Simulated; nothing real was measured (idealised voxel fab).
This is a process module. Its name is voxel trench capacitor.
Each square cell in cross-section cut measures 5 nm, and the section as a whole is 290 nm wide.
Cross-section spec: square-cell grid; bands listed top down; each band is one or more rows.
Basically the band line says how high the top is and how high the bottom is, in nm, and then what's in it from left to right, every material with its width in nm. Empty space shows up as "air", and if a single material carries "full width" it runs the full band edge to edge.
Counting heights begins at 0, where everything beneath is, in the wafer as received, one material. The lowest band has no bottom; it goes on downwards, as "0..down" shows.
Graded width ("30 to 40"): value in top row of band = first number; value in bottom row = second number; row-to-row change constant.
Take "stayed the same" at face value: in the step it is given for, the cross-section changed in none of its cells.
"Sealed void inventory": sealed empty spaces, 8 cells or more, no open way to top, listed width x height at distance, with distance from the left edge and width, height and distance in nm.
Read whatever lies past the settings on a step's line as the simulator's own remark about the step.
The "overlay nm" setting may appear on a step's line; for a step that uses a mask, it gives how far to the right of its planned position the mask lay, and a negative value indicates the left.
### The steps planned for the process are as follows
- 1: op RECEIVE | material Si
- 2: op CONFORMAL_DEP | material SiN | thk nm 5
- 3: op DIRECTIONAL_DEP | material aC | thk nm 10
- 4: op PATTERN | tone open | mask id TRENCH | material resist | width nm 25 | pitch nm 50 | thk nm 25 | overlay nm 0
- 5: op DIRECTIONAL_ETCH | etch materials aC | depth nm 10
- 6: op STRIP | etch materials resist
- 7: op DIRECTIONAL_ETCH | etch materials SiN | depth nm 5
- 8: op DIRECTIONAL_ETCH | etch materials Si | depth nm 30
- 9: op STRIP | etch materials aC
- 10: op CONFORMAL_DEP | material SiO2 | thk nm 5
- 11: op FILL_DEP | material polySi | thk nm 10
- 12: op CMP | height nm 5
### Received-state cross-section, reflecting completion of step 1
0..down: Si full width
Sealed void inventory: none
### Starting structure and process plan are as shown above, but one mistake was made in running the module; the wafer cross-section at the end of the module follows
5..0: 55 SiN  5 SiO2  15 aC  5 SiO2  25 SiN  5 SiO2  15 aC  5 SiO2  25 SiN  5 SiO2  15 aC  5 SiO2  25 SiN  5 SiO2  15 aC  5 SiO2  60 SiN
0..-25: 55 Si  5 SiO2  15 aC  5 SiO2  25 Si  5 SiO2  15 aC  5 SiO2  25 Si  5 SiO2  15 aC  5 SiO2  25 Si  5 SiO2  15 aC  5 SiO2  60 Si
-25..-30: 55 Si  25 SiO2  25 Si  25 SiO2  25 Si  25 SiO2  25 Si  25 SiO2  60 Si
-30..down: Si full width
Sealed void inventory: none
Deviation from plan: the process deviated at step 11: the operation and settings actually run there were op FILL_DEP | material aC | thk nm 10
